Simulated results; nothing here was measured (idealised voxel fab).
Title: Process Module voxel wiring stack
For reference, the cross-section in this document is cut, with width 300 nm and square cells of 5 nm.
A cross-section in this document is a grid of square cells, and it is written down as bands, the top band listed before the ones below it; a band is made up of one or more rows of cells.
Per band: top height and bottom height in nm, followed by the left-to-right materials and their widths in nm; "edge to edge" marks a single material spanning edge to edge, "air" marks empty space.
The level at which height equals 0 is the one under which the wafer, as it arrives, is entirely one material. No lower edge exists for the bottom band, which continues downward and is notated as in "0 -> down".
With a width like "30..40", each row of cells in the band differs from the next by the same amount, the top row carrying the first number and the bottom row the second.
The cross-section has no changed cell in any step marked "changes: none".
"Non-vented voids" specifies each empty space that is not open to the top and that occupies no fewer than 8 cells, using the form width x height at distance, the distance measured from the left edge and all three quantities in nm.
Whatever follows a step's settings on its line is a remark the simulator itself makes about that step.
The setting "overlay nm" may be written on the line of a step. When the step uses a mask, the value reports how far to the right of the planned place the mask lay, and a negative value reports that it lay to the left.

Intended process steps
1: RECEIVE: material Si
2: CONFORMAL_DEP: material SiO2, thk nm 15
3: DIRECTIONAL_DEP: material TiN, thk nm 5
4: DIRECTIONAL_DEP: material Ru, thk nm 25
5: PATTERN: tone cover, mask id METAL_1, material resist, width nm 30, pitch nm 45, thk nm 20, overlay nm 0
6: DIRECTIONAL_ETCH: etch materials Ru, depth nm 25
7: DIRECTIONAL_ETCH: etch materials TiN, depth nm 5
8: STRIP: etch materials resist
9: CONFORMAL_DEP: material SiN, thk nm 5
10: FILL_DEP: material lowk, thk nm 10
11: CMP: height nm 45
12: CONFORMAL_DEP: material SiCN, thk nm 5
13: DIRECTIONAL_DEP: material lowk, thk nm 30
14: MASKED_ETCH: tone open, mask id METAL_2_HOLES, width nm 15, pitch nm 45, etch materials lowk, depth nm 30, overlay nm 0
15: MASKED_ETCH: tone open, mask id METAL_2, width nm 30, pitch nm 45, etch materials lowk, depth nm 15, overlay nm 0
16: MASKED_ETCH: tone open, mask id METAL_2, width nm 30, pitch nm 45, etch materials SiCN, depth nm 5, overlay nm 0
17: CONFORMAL_DEP: material TiN, thk nm 5
18: FILL_DEP: material Cu, thk nm 10
19: CMP: height nm 80
20: CONFORMAL_DEP: material SiCN, thk nm 5
21: DIRECTIONAL_DEP: material SiO2, thk nm 30
22: PATTERN: tone open, mask id METAL_3, material resist, width nm 30, pitch nm 45, thk nm 20, overlay nm 0
23: DIRECTIONAL_ETCH: etch materials SiO2, depth nm 15
24: STRIP: etch materials resist
25: MASKED_ETCH: tone open, mask id METAL_3_HOLES, width nm 15, pitch nm 45, etch materials SiO2, depth nm 15, overlay nm 0
26: MASKED_ETCH: tone open, mask id METAL_3_HOLES, width nm 15, pitch nm 45, etch materials SiCN, depth nm 5, overlay nm 0
27: CONFORMAL_DEP: material TiN, thk nm 5
28: FILL_DEP: material Cu, thk nm 10
29: CMP: height nm 115
30: CONFORMAL_DEP: material SiN, thk nm 5

First of two wafers: run as planned

As-received state of the wafer in cross-section, equivalent to post-step 1
    0 -> down: Si edge to edge
    Non-vented voids: none

You're looking at a cross-section of the wafer after step 2
    15 -> 0: SiO2 edge to edge
    Below 0 it's all the same as before, nothing changed down there.

You're looking at a cross-section of the wafer after step 3
    20 -> 15: TiN edge to edge
    Below 15 it's all the same as before, nothing changed down there.

You're looking at a cross-section of the wafer after step 4
    45 -> 20: Ru edge to edge
    Below 20 it's all the same as before, nothing changed down there.

You're looking at a cross-section of the wafer after step 5
    65 -> 45: air 65 / resist 30 / air 15 / resist 30 / air 15 / resist 30 / air 15 / resist 30 / air 70
    Below 45 it's all the same as before, nothing changed down there.

You're looking at a cross-section of the wafer after step 6
    65 -> 45: air 65 / resist 30 / air 15 / resist 30 / air 15 / resist 30 / air 15 / resist 30 / air 70
    45 -> 20: air 65 / Ru 30 / air 15 / Ru 30 / air 15 / Ru 30 / air 15 / Ru 30 / air 70
    Below 20 it's all the same as before, nothing changed down there.

You're looking at a cross-section of the wafer after step 7
    65 -> 45: air 65 / resist 30 / air 15 / resist 30 / air 15 / resist 30 / air 15 / resist 30 / air 70
    45 -> 20: air 65 / Ru 30 / air 15 / Ru 30 / air 15 / Ru 30 / air 15 / Ru 30 / air 70
    20 -> 15: air 65 / TiN 30 / air 15 / TiN 30 / air 15 / TiN 30 / air 15 / TiN 30 / air 70
    Below 15 it's all the same as before, nothing changed down there.

You're looking at a cross-section of the wafer after step 8
    45 -> 20: air 65 / Ru 30 / air 15 / Ru 30 / air 15 / Ru 30 / air 15 / Ru 30 / air 70
    Below 20 it's all the same as before, nothing changed down there.

You're looking at a cross-section of the wafer after step 9
    50 -> 45: air 60 / SiN 40 / air 5 / SiN 40 / air 5 / SiN 40 / air 5 / SiN 40 / air 65
    45 -> 20: air 60 / SiN 5 / Ru 30 / SiN 5 / air 5 / SiN 5 / Ru 30 / SiN 5 / air 5 / SiN 5 / Ru 30 / SiN 5 / air 5 / SiN 5 / Ru 30 / SiN 5 / air 65
    20 -> 15: SiN 65 / TiN 30 / SiN 15 / TiN 30 / SiN 15 / TiN 30 / SiN 15 / TiN 30 / SiN 70
    Below 15 it's all the same as before, nothing changed down there.

You're looking at a cross-section of the wafer after step 10
    60 -> 50: lowk edge to edge
    50 -> 45: lowk 60 / SiN 40 / lowk 5 / SiN 40 / lowk 5 / SiN 40 / lowk 5 / SiN 40 / lowk 65
    45 -> 20: lowk 60 / SiN 5 / Ru 30 / SiN 5 / lowk 5 / SiN 5 / Ru 30 / SiN 5 / lowk 5 / SiN 5 / Ru 30 / SiN 5 / lowk 5 / SiN 5 / Ru 30 / SiN 5 / lowk 65
    Below 20 it's all the same as before, nothing changed down there.

You're looking at a cross-section of the wafer after step 11
    45 -> 20: lowk 60 / SiN 5 / Ru 30 / SiN 5 / lowk 5 / SiN 5 / Ru 30 / SiN 5 / lowk 5 / SiN 5 / Ru 30 / SiN 5 / lowk 5 / SiN 5 / Ru 30 / SiN 5 / lowk 65
    Below 20 it's all the same as before, nothing changed down there.

You're looking at a cross-section of the wafer after step 12
    50 -> 45: SiCN edge to edge
    Below 45 it's all the same as before, nothing changed down there.

You're looking at a cross-section of the wafer after step 13
    80 -> 50: lowk edge to edge
    Below 50 it's all the same as before, nothing changed down there.

You're looking at a cross-section of the wafer after step 14
    80 -> 50: lowk 65 / air 15 / lowk 30 / air 15 / lowk 30 / air 15 / lowk 30 / air 15 / lowk 85
    Below 50 it's all the same as before, nothing changed down there.

You're looking at a cross-section of the wafer after step 15
    80 -> 65: lowk 65 / air 30 / lowk 15 / air 30 / lowk 15 / air 30 / lowk 15 / air 30 / lowk 70
    Below 65 it's all the same as before, nothing changed down there.

You're looking at a cross-section of the wafer after step 16
    80 -> 65: lowk 65 / air 30 / lowk 15 / air 30 / lowk 15 / air 30 / lowk 15 / air 30 / lowk 70
    65 -> 50: lowk 65 / air 15 / lowk 30 / air 15 / lowk 30 / air 15 / lowk 30 / air 15 / lowk 85
    50 -> 45: SiCN 65 / air 15 / SiCN 30 / air 15 / SiCN 30 / air 15 / SiCN 30 / air 15 / SiCN 85
    Below 45 it's all the same as before, nothing changed down there.

You're looking at a cross-section of the wafer after step 17
    85 -> 80: TiN 70 / air 20 / TiN 25 / air 20 / TiN 25 / air 20 / TiN 25 / air 20 / TiN 75
    80 -> 70: lowk 65 / TiN 5 / air 20 / TiN 5 / lowk 15 / TiN 5 / air 20 / TiN 5 / lowk 15 / TiN 5 / air 20 / TiN 5 / lowk 15 / TiN 5 / air 20 / TiN 5 / lowk 70
    70 -> 65: lowk 65 / TiN 5 / air 5 / TiN 20 / lowk 15 / TiN 5 / air 5 / TiN 20 / lowk 15 / TiN 5 / air 5 / TiN 20 / lowk 15 / TiN 5 / air 5 / TiN 20 / lowk 70
    65 -> 50: lowk 65 / TiN 5 / air 5 / TiN 5 / lowk 30 / TiN 5 / air 5 / TiN 5 / lowk 30 / TiN 5 / air 5 / TiN 5 / lowk 30 / TiN 5 / air 5 / TiN 5 / lowk 85
    50 -> 45: SiCN 65 / TiN 15 / SiCN 30 / TiN 15 / SiCN 30 / TiN 15 / SiCN 30 / TiN 15 / SiCN 85
    Below 45 it's all the same as before, nothing changed down there.

You're looking at a cross-section of the wafer after step 18
    95 -> 85: Cu edge to edge
    85 -> 80: TiN 70 / Cu 20 / TiN 25 / Cu 20 / TiN 25 / Cu 20 / TiN 25 / Cu 20 / TiN 75
    80 -> 70: lowk 65 / TiN 5 / Cu 20 / TiN 5 / lowk 15 / TiN 5 / Cu 20 / TiN 5 / lowk 15 / TiN 5 / Cu 20 / TiN 5 / lowk 15 / TiN 5 / Cu 20 / TiN 5 / lowk 70
    70 -> 65: lowk 65 / TiN 5 / Cu 5 / TiN 20 / lowk 15 / TiN 5 / Cu 5 / TiN 20 / lowk 15 / TiN 5 / Cu 5 / TiN 20 / lowk 15 / TiN 5 / Cu 5 / TiN 20 / lowk 70
    65 -> 50: lowk 65 / TiN 5 / Cu 5 / TiN 5 / lowk 30 / TiN 5 / Cu 5 / TiN 5 / lowk 30 / TiN 5 / Cu 5 / TiN 5 / lowk 30 / TiN 5 / Cu 5 / TiN 5 / lowk 85
    Below 50 it's all the same as before, nothing changed down there.

You're looking at a cross-section of the wafer after step 19
    80 -> 70: lowk 65 / TiN 5 / Cu 20 / TiN 5 / lowk 15 / TiN 5 / Cu 20 / TiN 5 / lowk 15 / TiN 5 / Cu 20 / TiN 5 / lowk 15 / TiN 5 / Cu 20 / TiN 5 / lowk 70
    Below 70 it's all the same as before, nothing changed down there.

You're looking at a cross-section of the wafer after step 20
    85 -> 80: SiCN edge to edge
    Below 80 it's all the same as before, nothing changed down there.

You're looking at a cross-section of the wafer after step 21
    115 -> 85: SiO2 edge to edge
    Below 85 it's all the same as before, nothing changed down there.

You're looking at a cross-section of the wafer after step 22
    135 -> 115: resist 65 / air 30 / resist 15 / air 30 / resist 15 / air 30 / resist 15 / air 30 / resist 70
    Below 115 it's all the same as before, nothing changed down there.

You're looking at a cross-section of the wafer after step 23
    135 -> 115: resist 65 / air 30 / resist 15 / air 30 / resist 15 / air 30 / resist 15 / air 30 / resist 70
    115 -> 100: SiO2 65 / air 30 / SiO2 15 / air 30 / SiO2 15 / air 30 / SiO2 15 / air 30 / SiO2 70
    Below 100 it's all the same as before, nothing changed down there.

You're looking at a cross-section of the wafer after step 24
    115 -> 100: SiO2 65 / air 30 / SiO2 15 / air 30 / SiO2 15 / air 30 / SiO2 15 / air 30 / SiO2 70
    Below 100 it's all the same as before, nothing changed down there.

You're looking at a cross-section of the wafer after step 25
    115 -> 100: SiO2 65 / air 30 / SiO2 15 / air 30 / SiO2 15 / air 30 / SiO2 15 / air 30 / SiO2 70
    100 -> 85: SiO2 65 / air 15 / SiO2 30 / air 15 / SiO2 30 / air 15 / SiO2 30 / air 15 / SiO2 85
    Below 85 it's all the same as before, nothing changed down there.

You're looking at a cross-section of the wafer after step 26
    115 -> 100: SiO2 65 / air 30 / SiO2 15 / air 30 / SiO2 15 / air 30 / SiO2 15 / air 30 / SiO2 70
    100 -> 85: SiO2 65 / air 15 / SiO2 30 / air 15 / SiO2 30 / air 15 / SiO2 30 / air 15 / SiO2 85
    85 -> 80: SiCN 65 / air 15 / SiCN 30 / air 15 / SiCN 30 / air 15 / SiCN 30 / air 15 / SiCN 85
    Below 80 it's all the same as before, nothing changed down there.

You're looking at a cross-section of the wafer after step 27
    120 -> 115: TiN 70 / air 20 / TiN 25 / air 20 / TiN 25 / air 20 / TiN 25 / air 20 / TiN 75
    115 -> 105: SiO2 65 / TiN 5 / air 20 / TiN 5 / SiO2 15 / TiN 5 / air 20 / TiN 5 / SiO2 15 / TiN 5 / air 20 / TiN 5 / SiO2 15 / TiN 5 / air 20 / TiN 5 / SiO2 70
    105 -> 100: SiO2 65 / TiN 5 / air 5 / TiN 20 / SiO2 15 / TiN 5 / air 5 / TiN 20 / SiO2 15 / TiN 5 / air 5 / TiN 20 / SiO2 15 / TiN 5 / air 5 / TiN 20 / SiO2 70
    100 -> 85: SiO2 65 / TiN 5 / air 5 / TiN 5 / SiO2 30 / TiN 5 / air 5 / TiN 5 / SiO2 30 / TiN 5 / air 5 / TiN 5 / SiO2 30 / TiN 5 / air 5 / TiN 5 / SiO2 85
    85 -> 80: SiCN 65 / TiN 15 / SiCN 30 / TiN 15 / SiCN 30 / TiN 15 / SiCN 30 / TiN 15 / SiCN 85
    Below 80 it's all the same as before, nothing changed down there.

You're looking at a cross-section of the wafer after step 28
    130 -> 120: Cu edge to edge
    120 -> 115: TiN 70 / Cu 20 / TiN 25 / Cu 20 / TiN 25 / Cu 20 / TiN 25 / Cu 20 / TiN 75
    115 -> 105: SiO2 65 / TiN 5 / Cu 20 / TiN 5 / SiO2 15 / TiN 5 / Cu 20 / TiN 5 / SiO2 15 / TiN 5 / Cu 20 / TiN 5 / SiO2 15 / TiN 5 / Cu 20 / TiN 5 / SiO2 70
    105 -> 100: SiO2 65 / TiN 5 / Cu 5 / TiN 20 / SiO2 15 / TiN 5 / Cu 5 / TiN 20 / SiO2 15 / TiN 5 / Cu 5 / TiN 20 / SiO2 15 / TiN 5 / Cu 5 / TiN 20 / SiO2 70
    100 -> 85: SiO2 65 / TiN 5 / Cu 5 / TiN 5 / SiO2 30 / TiN 5 / Cu 5 / TiN 5 / SiO2 30 / TiN 5 / Cu 5 / TiN 5 / SiO2 30 / TiN 5 / Cu 5 / TiN 5 / SiO2 85
    Below 85 it's all the same as before, nothing changed down there.

You're looking at a cross-section of the wafer after step 29
    115 -> 105: SiO2 65 / TiN 5 / Cu 20 / TiN 5 / SiO2 15 / TiN 5 / Cu 20 / TiN 5 / SiO2 15 / TiN 5 / Cu 20 / TiN 5 / SiO2 15 / TiN 5 / Cu 20 / TiN 5 / SiO2 70
    Below 105 it's all the same as before, nothing changed down there.

You're looking at a cross-section of the wafer after step 30
    120 -> 115: SiN edge to edge
    Below 115 it's all the same as before, nothing changed down there.

Now the other wafer: same start, same recipe, but we messed up one thing when running it. Up to and including step 14 it's the same as the first one

Look at the second wafer in cross-section at the time step 15 ought to have finished
    80 -> 65: lowk 55 / air 30 / lowk 15 / air 30 / lowk 15 / air 30 / lowk 15 / air 30 / lowk 80
    Below 65 it's all the same as before, nothing changed down there.

Look at the second wafer in cross-section at the time step 16 ought to have finished
    80 -> 65: lowk 55 / air 30 / lowk 15 / air 30 / lowk 15 / air 30 / lowk 15 / air 30 / lowk 80
    65 -> 50: lowk 65 / air 15 / lowk 30 / air 15 / lowk 30 / air 15 / lowk 30 / air 15 / lowk 85
    50 -> 45: SiCN 65 / air 15 / SiCN 30 / air 15 / SiCN 30 / air 15 / SiCN 30 / air 15 / SiCN 85
    Below 45 it's all the same as before, nothing changed down there.

Look at the second wafer in cross-section at the time step 17 ought to have finished
    85 -> 80: TiN 60 / air 20 / TiN 25 / air 20 / TiN 25 / air 20 / TiN 25 / air 20 / TiN 85
    80 -> 70: lowk 55 / TiN 5 / air 20 / TiN 5 / lowk 15 / TiN 5 / air 20 / TiN 5 / lowk 15 / TiN 5 / air 20 / TiN 5 / lowk 15 / TiN 5 / air 20 / TiN 5 / lowk 80
    70 -> 65: lowk 55 / TiN 15 / air 5 / TiN 10 / lowk 15 / TiN 15 / air 5 / TiN 10 / lowk 15 / TiN 15 / air 5 / TiN 10 / lowk 15 / TiN 15 / air 5 / TiN 10 / lowk 80
    65 -> 50: lowk 65 / TiN 5 / air 5 / TiN 5 / lowk 30 / TiN 5 / air 5 / TiN 5 / lowk 30 / TiN 5 / air 5 / TiN 5 / lowk 30 / TiN 5 / air 5 / TiN 5 / lowk 85
    50 -> 45: SiCN 65 / TiN 15 / SiCN 30 / TiN 15 / SiCN 30 / TiN 15 / SiCN 30 / TiN 15 / SiCN 85
    Below 45 it's all the same as before, nothing changed down there.

Look at the second wafer in cross-section at the time step 18 ought to have finished
    95 -> 85: Cu edge to edge
    85 -> 80: TiN 60 / Cu 20 / TiN 25 / Cu 20 / TiN 25 / Cu 20 / TiN 25 / Cu 20 / TiN 85
    80 -> 70: lowk 55 / TiN 5 / Cu 20 / TiN 5 / lowk 15 / TiN 5 / Cu 20 / TiN 5 / lowk 15 / TiN 5 / Cu 20 / TiN 5 / lowk 15 / TiN 5 / Cu 20 / TiN 5 / lowk 80
    70 -> 65: lowk 55 / TiN 15 / Cu 5 / TiN 10 / lowk 15 / TiN 15 / Cu 5 / TiN 10 / lowk 15 / TiN 15 / Cu 5 / TiN 10 / lowk 15 / TiN 15 / Cu 5 / TiN 10 / lowk 80
    65 -> 50: lowk 65 / TiN 5 / Cu 5 / TiN 5 / lowk 30 / TiN 5 / Cu 5 / TiN 5 / lowk 30 / TiN 5 / Cu 5 / TiN 5 / lowk 30 / TiN 5 / Cu 5 / TiN 5 / lowk 85
    Below 50 it's all the same as before, nothing changed down there.

Look at the second wafer in cross-section at the time step 19 ought to have finished
    80 -> 70: lowk 55 / TiN 5 / Cu 20 / TiN 5 / lowk 15 / TiN 5 / Cu 20 / TiN 5 / lowk 15 / TiN 5 / Cu 20 / TiN 5 / lowk 15 / TiN 5 / Cu 20 / TiN 5 / lowk 80
    Below 70 it's all the same as before, nothing changed down there.

Look at the second wafer in cross-section at the time step 20 ought to have finished
    85 -> 80: SiCN edge to edge
    Below 80 it's all the same as before, nothing changed down there.

Look at the second wafer in cross-section at the time step 21 ought to have finished
    115 -> 85: SiO2 edge to edge
    Below 85 it's all the same as before, nothing changed down there.

Look at the second wafer in cross-section at the time step 22 ought to have finished
    135 -> 115: resist 65 / air 30 / resist 15 / air 30 / resist 15 / air 30 / resist 15 / air 30 / resist 70
    Below 115 it's all the same as before, nothing changed down there.

Look at the second wafer in cross-section at the time step 23 ought to have finished
    135 -> 115: resist 65 / air 30 / resist 15 / air 30 / resist 15 / air 30 / resist 15 / air 30 / resist 70
    115 -> 100: SiO2 65 / air 30 / SiO2 15 / air 30 / SiO2 15 / air 30 / SiO2 15 / air 30 / SiO2 70
    Below 100 it's all the same as before, nothing changed down there.

Look at the second wafer in cross-section at the time step 24 ought to have finished
    115 -> 100: SiO2 65 / air 30 / SiO2 15 / air 30 / SiO2 15 / air 30 / SiO2 15 / air 30 / SiO2 70
    Below 100 it's all the same as before, nothing changed down there.

Look at the second wafer in cross-section at the time step 25 ought to have finished
    115 -> 100: SiO2 65 / air 30 / SiO2 15 / air 30 / SiO2 15 / air 30 / SiO2 15 / air 30 / SiO2 70
    100 -> 85: SiO2 65 / air 15 / SiO2 30 / air 15 / SiO2 30 / air 15 / SiO2 30 / air 15 / SiO2 85
    Below 85 it's all the same as before, nothing changed down there.

Look at the second wafer in cross-section at the time step 26 ought to have finished
    115 -> 100: SiO2 65 / air 30 / SiO2 15 / air 30 / SiO2 15 / air 30 / SiO2 15 / air 30 / SiO2 70
    100 -> 85: SiO2 65 / air 15 / SiO2 30 / air 15 / SiO2 30 / air 15 / SiO2 30 / air 15 / SiO2 85
    85 -> 80: SiCN 65 / air 15 / SiCN 30 / air 15 / SiCN 30 / air 15 / SiCN 30 / air 15 / SiCN 85
    Below 80 it's all the same as before, nothing changed down there.

Look at the second wafer in cross-section at the time step 27 ought to have finished
    120 -> 115: TiN 70 / air 20 / TiN 25 / air 20 / TiN 25 / air 20 / TiN 25 / air 20 / TiN 75
    115 -> 105: SiO2 65 / TiN 5 / air 20 / TiN 5 / SiO2 15 / TiN 5 / air 20 / TiN 5 / SiO2 15 / TiN 5 / air 20 / TiN 5 / SiO2 15 / TiN 5 / air 20 / TiN 5 / SiO2 70
    105 -> 100: SiO2 65 / TiN 5 / air 5 / TiN 20 / SiO2 15 / TiN 5 / air 5 / TiN 20 / SiO2 15 / TiN 5 / air 5 / TiN 20 / SiO2 15 / TiN 5 / air 5 / TiN 20 / SiO2 70
    100 -> 85: SiO2 65 / TiN 5 / air 5 / TiN 5 / SiO2 30 / TiN 5 / air 5 / TiN 5 / SiO2 30 / TiN 5 / air 5 / TiN 5 / SiO2 30 / TiN 5 / air 5 / TiN 5 / SiO2 85
    85 -> 80: SiCN 65 / TiN 15 / SiCN 30 / TiN 15 / SiCN 30 / TiN 15 / SiCN 30 / TiN 15 / SiCN 85
    Below 80 it's all the same as before, nothing changed down there.

Look at the second wafer in cross-section at the time step 28 ought to have finished
    130 -> 120: Cu edge to edge
    120 -> 115: TiN 70 / Cu 20 / TiN 25 / Cu 20 / TiN 25 / Cu 20 / TiN 25 / Cu 20 / TiN 75
    115 -> 105: SiO2 65 / TiN 5 / Cu 20 / TiN 5 / SiO2 15 / TiN 5 / Cu 20 / TiN 5 / SiO2 15 / TiN 5 / Cu 20 / TiN 5 / SiO2 15 / TiN 5 / Cu 20 / TiN 5 / SiO2 70
    105 -> 100: SiO2 65 / TiN 5 / Cu 5 / TiN 20 / SiO2 15 / TiN 5 / Cu 5 / TiN 20 / SiO2 15 / TiN 5 / Cu 5 / TiN 20 / SiO2 15 / TiN 5 / Cu 5 / TiN 20 / SiO2 70
    100 -> 85: SiO2 65 / TiN 5 / Cu 5 / TiN 5 / SiO2 30 / TiN 5 / Cu 5 / TiN 5 / SiO2 30 / TiN 5 / Cu 5 / TiN 5 / SiO2 30 / TiN 5 / Cu 5 / TiN 5 / SiO2 85
    Below 85 it's all the same as before, nothing changed down there.

Look at the second wafer in cross-section at the time step 29 ought to have finished
    115 -> 105: SiO2 65 / TiN 5 / Cu 20 / TiN 5 / SiO2 15 / TiN 5 / Cu 20 / TiN 5 / SiO2 15 / TiN 5 / Cu 20 / TiN 5 / SiO2 15 / TiN 5 / Cu 20 / TiN 5 / SiO2 70
    Below 105 it's all the same as before, nothing changed down there.

Look at the second wafer in cross-section at the time step 30 ought to have finished
    120 -> 115: SiN edge to edge
    Below 115 it's all the same as before, nothing changed down there.
It is concluded that the wafer was processed incorrectly with respect to the plan, in that step 15 ran with different settings than intended, the actual operation and settings being MASKED_ETCH: tone open, mask id METAL_2, width nm 30, pitch nm 45, etch materials lowk, depth nm 15, overlay nm -10
Cell counts per material: same on both final wafers. Positions: different.
